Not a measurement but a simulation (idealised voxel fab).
The following process module bears the name voxel capacitor over wiring.
Cross-section cut spans 145 nm and uses square cells 5 nm in size.
In this document a cross-section is written as a grid of square cells. It is given as a series of bands, listed from the top down, and a band is one or more rows of cells.
Band entry format. Leading values: height of top, height of bottom, nm. Remainder: materials in left-to-right order, each with its width in nm. Special words: "all across" on a single material, which then fills the band edge to edge; "empty", empty space.
Heights are expressed relative to 0, this being the level below which the as-received wafer comprises one material exclusively. The lowest band is unbounded in the downward direction and is denoted as in "z 0 and below".
Read "30 to 40" as a graded width: first number on top, second number at the bottom, same change between each pair of neighbouring rows.
"no modification" after a step means that no cell of the cross-section changed.
What "Enclosed void catalog" gives you is every empty space of 8 cells or more that is cut off from the top. Each appears as width x height at distance, with the distance taken from the left edge and width, height and distance all in nm.
If you see something after the settings on a step's line, that's the simulator's own remark about that step.
Each step line may optionally specify "overlay nm", which for a step with a mask gives the rightward distance between the mask's planned place and where it lay, a negative value indicating the leftward direction.
**Listed below are the process steps as planned**
1. RECEIVE [material Si]
2. CONFORMAL_DEP [material SiO2] [thk nm 10]
3. CONFORMAL_DEP [material SiN] [thk nm 5]
4. DIRECTIONAL_DEP [material SiO2] [thk nm 15]
5. PATTERN [tone open] [mask id METAL_1] [material resist] [width nm 20] [pitch nm 75] [thk nm 15] [overlay nm 0]
6. DIRECTIONAL_ETCH [etch materials SiO2] [depth nm 15]
7. DIRECTIONAL_ETCH [etch materials SiN] [depth nm 5]
8. STRIP [etch materials resist]
9. CONFORMAL_DEP [material TiN] [thk nm 5]
10. FILL_DEP [material Cu] [thk nm 5]
11. CMP [height nm 30]
12. CONFORMAL_DEP [material SiCN] [thk nm 5]
13. DIRECTIONAL_DEP [material SiO2] [thk nm 20]
14. PATTERN [tone open] [mask id PLUG_1] [material resist] [width nm 15] [thk nm 15] [overlay nm 0]
15. DIRECTIONAL_ETCH [etch materials SiO2] [depth nm 20]
16. DIRECTIONAL_ETCH [etch materials SiCN] [depth nm 5]
17. STRIP [etch materials resist]
18. CONFORMAL_DEP [material TiN] [thk nm 5]
19. FILL_DEP [material Cu] [thk nm 10]
20. CMP [height nm 55]
21. DIRECTIONAL_DEP [material TiN] [thk nm 5]
22. DIRECTIONAL_DEP [material SiN] [thk nm 5]
23. DIRECTIONAL_DEP [material TiN] [thk nm 5]
24. PATTERN [tone cover] [mask id UPPER_PLATE] [material resist] [width nm 60] [thk nm 15] [overlay nm 0]
25. DIRECTIONAL_ETCH [etch materials TiN] [depth nm 5]
26. DIRECTIONAL_ETCH [etch materials SiN] [depth nm 5]
27. STRIP [etch materials resist]
28. PATTERN [tone cover] [mask id LOWER_PLATE] [material resist] [width nm 70] [thk nm 20] [overlay nm 0]
29. DIRECTIONAL_ETCH [etch materials TiN] [depth nm 5]
30. STRIP [etch materials resist]
31. FILL_DEP [material SiO2] [thk nm 20]
32. CMP [height nm 85]
33. PATTERN [tone open] [mask id PLUG_2] [material resist] [width nm 15] [thk nm 15] [overlay nm 0]
34. DIRECTIONAL_ETCH [etch materials SiO2] [depth nm 15]
35. STRIP [etch materials resist]
36. CONFORMAL_DEP [material TiN] [thk nm 5]
37. FILL_DEP [material Ru] [thk nm 10]
38. CMP [height nm 85]
39. CONFORMAL_DEP [material SiN] [thk nm 5]
**The cross-section here shows the wafer as received, i.e. in its state after step 1**
* z 0 and below | Si all across
* Enclosed void catalog: none
**End state of the module in cross-section, given the above starting point and plan and one mistake in execution**
* z 105 to 100 | SiN all across
* z 100 to 90 | Ru all across
* z 90 to 85 | 45 nm TiN  5 nm Ru  95 nm TiN
* z 85 to 75 | 40 nm SiO2  5 nm TiN  5 nm Ru  5 nm TiN  90 nm SiO2
* z 75 to 65 | 40 to 30 nm SiO2  15 to 60 nm TiN  90 to 55 nm SiO2
* z 65 to 60 | 30 nm SiO2  60 nm SiN  55 nm SiO2
* z 60 to 55 | 25 nm SiO2  70 nm TiN  50 nm SiO2
* z 55 to 35 | 30 nm SiO2  5 nm TiN  5 nm Cu  5 nm TiN  100 nm SiO2
* z 35 to 30 | 30 nm SiCN  15 nm TiN  100 nm SiCN
* z 30 to 15 | 25 nm SiO2  5 nm TiN  10 nm Cu  5 nm TiN  55 nm SiO2  5 nm TiN  10 nm Cu  5 nm TiN  25 nm SiO2
* z 15 to 10 | 25 nm SiN  20 nm TiN  55 nm SiN  20 nm TiN  25 nm SiN
* z 10 to 0 | SiO2 all across
* z 0 and below | Si all across
* Enclosed void catalog: none
Where did the run depart from the plan? the plan's step 38 went unexecuted, having been skipped
